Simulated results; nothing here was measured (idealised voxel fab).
process module | voxel wiring stack
cross-section cut | 270 nm wide | cells 5 nm
A cross-section is a grid of square cells, given in bands from the top down. A band is one or more rows of cells.
Each band's line starts with the height of the band's top and of its bottom, in nm. Then come its materials from left to right, each with its width in nm. One material with "throughout" fills the band from edge to edge. "air" is empty space.
Height 0 is the level under which the wafer as received is all one material. The lowest band goes on downwards, as in "0 down".
A width such as "30 to 40" changes by the same amount from each row of cells to the next, from the band's top row to its bottom row.
"no change" after a step means that no cell of the cross-section changed.
closed voids: empty space of 8 cells or more with no open way to the top, each as width x height at its distance from the left edge, in nm
after a step's settings: what the simulator itself notes on the step
overlay nm, on a step with a mask: how far to the right of its planned place the mask lay; to the left if negative
plan
1 op RECEIVE | material Si
2 op CONFORMAL_DEP | material SiO2 | thk nm 10
3 op CONFORMAL_DEP | material SiCN | thk nm 5
4 op DIRECTIONAL_DEP | material SiO2 | thk nm 20
5 op MASKED_ETCH | tone open | mask id METAL_1 | width nm 20 | pitch nm 45 | etch materials SiO2 | depth nm 20 | overlay nm 0
6 op MASKED_ETCH | tone open | mask id METAL_1 | width nm 20 | pitch nm 45 | etch materials SiCN | depth nm 5 | overlay nm 0
7 op CONFORMAL_DEP | material TiN | thk nm 5
8 op FILL_DEP | material Cu | thk nm 10
9 op CMP | height nm 35
10 op CONFORMAL_DEP | material SiCN | thk nm 5
11 op DIRECTIONAL_DEP | material SiO2 | thk nm 30
12 op PATTERN | tone open | mask id METAL_2_HOLES | material resist | width nm 15 | pitch nm 90 | thk nm 15 | overlay nm 0
13 op DIRECTIONAL_ETCH | etch materials SiO2 | depth nm 30
14 op STRIP | etch materials resist
15 op DIRECTIONAL_DEP | material aC | thk nm 10
16 op PATTERN | tone open | mask id METAL_2 | material resist | width nm 20 | pitch nm 45 | thk nm 25 | overlay nm 0
17 op DIRECTIONAL_ETCH | etch materials aC | depth nm 10
18 op STRIP | etch materials resist
19 op DIRECTIONAL_ETCH | etch materials SiO2 | depth nm 20
20 op DIRECTIONAL_ETCH | etch materials SiCN | depth nm 5
21 op STRIP | etch materials aC
22 op CONFORMAL_DEP | material TiN | thk nm 5
23 op FILL_DEP | material Cu | thk nm 5
24 op CMP | height nm 70
25 op CONFORMAL_DEP | material SiCN | thk nm 5
26 op DIRECTIONAL_DEP | material SiO2 | thk nm 35
27 op PATTERN | tone open | mask id METAL_3_HOLES | material resist | width nm 15 | pitch nm 45 | thk nm 15 | overlay nm 0
28 op DIRECTIONAL_ETCH | etch materials SiO2 | depth nm 35
29 op STRIP | etch materials resist
30 op PATTERN | tone open | mask id METAL_3 | material resist | width nm 20 | pitch nm 45 | thk nm 15 | overlay nm 0
31 op DIRECTIONAL_ETCH | etch materials SiO2 | depth nm 20
32 op DIRECTIONAL_ETCH | etch materials SiCN | depth nm 5
33 op STRIP | etch materials resist
34 op CONFORMAL_DEP | material TiN | thk nm 5
35 op FILL_DEP | material Cu | thk nm 5
36 op CMP | height nm 110
37 op CONFORMAL_DEP | material SiCN | thk nm 5
38 op DIRECTIONAL_DEP | material SiO2 | thk nm 20
39 op DIRECTIONAL_DEP | material aC | thk nm 15
40 op PATTERN | tone open | mask id PLUG_3 | material resist | width nm 15 | pitch nm 90 | thk nm 35 | overlay nm 0
41 op DIRECTIONAL_ETCH | etch materials aC | depth nm 15
42 op STRIP | etch materials resist
43 op DIRECTIONAL_ETCH | etch materials SiO2 | depth nm 20
44 op DIRECTIONAL_ETCH | etch materials SiCN | depth nm 5
45 op STRIP | etch materials aC
46 op CONFORMAL_DEP | material TiN | thk nm 5
47 op FILL_DEP | material Cu | thk nm 5
48 op CMP | height nm 135
49 op DIRECTIONAL_DEP | material TiN | thk nm 5
50 op DIRECTIONAL_DEP | material Ru | thk nm 25
51 op PATTERN | tone cover | mask id METAL_4 | material resist | width nm 20 | pitch nm 45 | thk nm 20 | overlay nm 0
52 op DIRECTIONAL_ETCH | etch materials Ru | depth nm 25
53 op DIRECTIONAL_ETCH | etch materials TiN | depth nm 5
54 op STRIP | etch materials resist
55 op FILL_DEP | material SiO2 | thk nm 5
56 op CMP | height nm 165
57 op CONFORMAL_DEP | material SiCN | thk nm 5
varied across the wafers: width nm of step 12. The plan shows the first wafer's value. All wafers start alike
first wafer as received, after step 1
  0 down: Si throughout
  closed voids: none
each wafer at the end: cells of each material gained (+) or lost (-) since it was received, then its closed voids
width nm 15 | +110 Cu | +80 Ru | +230 SiCN | +1206 SiO2 | +210 TiN | closed voids: none
width nm 20 | +116 Cu | +80 Ru | +228 SiCN | +1202 SiO2 | +210 TiN | closed voids: none
width nm 25 | +126 Cu | +80 Ru | +228 SiCN | +1190 SiO2 | +212 TiN | closed voids: none
width nm 30 | +136 Cu | +80 Ru | +228 SiCN | +1178 SiO2 | +214 TiN | closed voids: none
